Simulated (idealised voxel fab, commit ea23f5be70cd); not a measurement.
Process module under the name voxel lift off
The figure presents cross-section cut, which has a width of 300 nm and is divided into square cells with an edge length of 5 nm.
How to read a cross-section here: the picture is a grid of square cells, written as bands going from the top down, and any band can span one or more rows of cells.
Heights first: top, then bottom, in nm. Then materials, left to right, each with a width in nm. "full width" on a single material: fills the band edge to edge. "air": empty space.
We count height from 0. Below that, the starting wafer is all one material. The lowest band never ends at the bottom but goes on down; see "0 -> down" for how that is written.
The width entry "30..40" should be interpreted row by row: the top row of cells in the band takes the first number, the bottom row takes the second number, and the change between adjacent rows is uniform throughout.
No cell of the cross-section changed in a step that is given as "everything unchanged".
Look at "Fully sealed voids" for the closed voids: empty spaces with no open path to the top, sized 8 cells or up. Each is width x height at distance, distance from the left edge, all nm.
If you see something after the settings on a step's line, that's the simulator's own remark about that step.
The line of a step may include "overlay nm". On a step with a mask, this value is how far to the right of its planned place the mask lay. A negative value means the mask lay to the left.
**Below is the list of planned process steps**
1,RECEIVE, material Si
2,CONFORMAL_DEP, material SiN, thk nm 5
3,PATTERN, tone open, mask id LINES, material resist, width nm 25, pitch nm 50, thk nm 20, overlay nm 0
4,DIRECTIONAL_DEP, material Ru, thk nm 10
5,STRIP, etch materials resist
6,CONFORMAL_DEP, material SiN, thk nm 5
**Cross-sectional view of the wafer in its as-received condition, corresponding to the state after step 1**
> 0 -> down  Si full width
> Fully sealed voids: none
**Cross-section, first of two wafers, end of module, run as planned**
> 20 -> 15  80 air, then 35 SiN, then 15 air, then 35 SiN, then 15 air, then 35 SiN, then 85 air
> 15 -> 10  80 air, then 5 SiN, then 25 Ru, then 5 SiN, then 15 air, then 5 SiN, then 25 Ru, then 5 SiN, then 15 air, then 5 SiN, then 25 Ru, then 5 SiN, then 85 air
> 10 -> 5  85 SiN, then 25 Ru, then 25 SiN, then 25 Ru, then 25 SiN, then 25 Ru, then 90 SiN
> 5 -> 0  SiN full width
> 0 -> down  Si full width
> Fully sealed voids: none
**Wafer two (of two), end-of-module cross-section: start = wafer one, plan = wafer one, one run mistake**
> 30 -> 25  80 air, then 35 SiN, then 15 air, then 35 SiN, then 15 air, then 35 SiN, then 85 air
> 25 -> 20  80 air, then 5 SiN, then 25 Ru, then 5 SiN, then 15 air, then 5 SiN, then 25 Ru, then 5 SiN, then 15 air, then 5 SiN, then 25 Ru, then 5 SiN, then 85 air
> 20 -> 15  85 SiN, then 25 Ru, then 25 SiN, then 25 Ru, then 25 SiN, then 25 Ru, then 90 SiN
> 15 -> 0  SiN full width
> 0 -> down  Si full width
> Fully sealed voids: none
Want to know what went wrong? it should be noted that step 2 was executed with settings other than those planned, the operation and settings actually applied being CONFORMAL_DEP, material SiN, thk nm 15
Cell-count delta at end, second wafer over first, by material: 120 more of SiN
